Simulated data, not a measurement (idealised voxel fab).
Documented hereafter: the process module known as voxel trench capacitor.
Displayed cross-section: cut, width of 160 nm, square cells sized 5 nm.
A cross-section is written here as square cells arranged in a grid, and it is given in bands from the top down, each band taking up one or more rows of cells.
In this notation a band is specified by the heights of its top and bottom, in that order and in nm, after which its materials appear from left to right, each paired with its width in nm. The word "everywhere" attached to a single material means that material fills the band from edge to edge; the word "empty" stands for empty space.
Height reference: 0 = level under which incoming wafer is all one material. Lowest band: no bottom, runs on downward, e.g. "0..down".
It should be noted that a width expressed as "30..40" varies in equal increments from row to row of cells within the band, taking the value of the first number at the top row and that of the second number at the bottom row.
Where a step carries "left unchanged", the cross-section came out of it unchanged, cell for cell.
Voids not open to the top, 8 cells minimum: see "Sealed void inventory". Written width x height at distance; distance is from the left edge; nm.
Where a step's line continues beyond its settings, the continuation is a remark by the simulator itself on that step.
overlay nm, on a step with a mask: how far to the right of its planned place the mask lay; to the left if negative
### Process steps - plan
1. RECEIVE with material Si
2. CONFORMAL_DEP with material SiN, thk nm 5
3. PATTERN with tone open, mask id TRENCH, material resist, width nm 25, pitch nm 40, thk nm 15, overlay nm -15
4. DIRECTIONAL_ETCH with etch materials SiN, depth nm 5
5. DIRECTIONAL_ETCH with etch materials Si, depth nm 25
6. STRIP with etch materials resist
7. CONFORMAL_DEP with material Al2O3, thk nm 5
8. CONFORMAL_DEP with material TiN, thk nm 5
9. FILL_DEP with material W, thk nm 5
10. CMP with height nm 5
Be aware that, although all wafers share a common starting state, the overlay nm at step 3 differs among them, and the plan displays the first wafer's value.
### The first of several wafers as received, shown in cross-section; this is its state after step 1
> 0..down = Si everywhere
> Sealed void inventory: none
### First wafer of several, cross-section, module end, after step 10 (last)
> 5..0 = 30 of SiN | 5 of Al2O3 | 5 of TiN | 5 of W | 5 of TiN | 5 of Al2O3 | 15 of SiN | 5 of Al2O3 | 5 of TiN | 5 of W | 5 of TiN | 5 of Al2O3 | 65 of SiN
> 0..-15 = 30 of Si | 5 of Al2O3 | 5 of TiN | 5 of W | 5 of TiN | 5 of Al2O3 | 15 of Si | 5 of Al2O3 | 5 of TiN | 5 of W | 5 of TiN | 5 of Al2O3 | 65 of Si
> -15..-20 = 30 of Si | 5 of Al2O3 | 15 of TiN | 5 of Al2O3 | 15 of Si | 5 of Al2O3 | 15 of TiN | 5 of Al2O3 | 65 of Si
> -20..-25 = 30 of Si | 25 of Al2O3 | 15 of Si | 25 of Al2O3 | 65 of Si
> -25..down = Si everywhere
> Sealed void inventory: none
### At the end of the module, the last of several wafers in cross-section
> 5..0 = 60 of SiN | 5 of Al2O3 | 5 of TiN | 5 of W | 5 of TiN | 5 of Al2O3 | 15 of SiN | 5 of Al2O3 | 5 of TiN | 5 of W | 5 of TiN | 5 of Al2O3 | 35 of SiN
> 0..-15 = 60 of Si | 5 of Al2O3 | 5 of TiN | 5 of W | 5 of TiN | 5 of Al2O3 | 15 of Si | 5 of Al2O3 | 5 of TiN | 5 of W | 5 of TiN | 5 of Al2O3 | 35 of Si
> -15..-20 = 60 of Si | 5 of Al2O3 | 15 of TiN | 5 of Al2O3 | 15 of Si | 5 of Al2O3 | 15 of TiN | 5 of Al2O3 | 35 of Si
> -20..-25 = 60 of Si | 25 of Al2O3 | 15 of Si | 25 of Al2O3 | 35 of Si
> -25..down = Si everywhere
> Sealed void inventory: none
### Every row in this table is a wafer at the end of the module, and it gives, for each of the materials, the cells that wafer has gained (+) or lost (-) since it was received, then its closed voids
overlay nm -15; +30 Al2O3; -50 Si; +22 SiN; +22 TiN; +8 W; Sealed void inventory: none
overlay nm -10; +30 Al2O3; -50 Si; +22 SiN; +22 TiN; +8 W; Sealed void inventory: none
overlay nm -5; +30 Al2O3; -50 Si; +22 SiN; +22 TiN; +8 W; Sealed void inventory: none
overlay nm 0; +30 Al2O3; -50 Si; +22 SiN; +22 TiN; +8 W; Sealed void inventory: none
overlay nm 5; +30 Al2O3; -50 Si; +22 SiN; +22 TiN; +8 W; Sealed void inventory: none
overlay nm 10; +30 Al2O3; -50 Si; +22 SiN; +22 TiN; +8 W; Sealed void inventory: none
overlay nm 15; +30 Al2O3; -50 Si; +22 SiN; +22 TiN; +8 W; Sealed void inventory: none
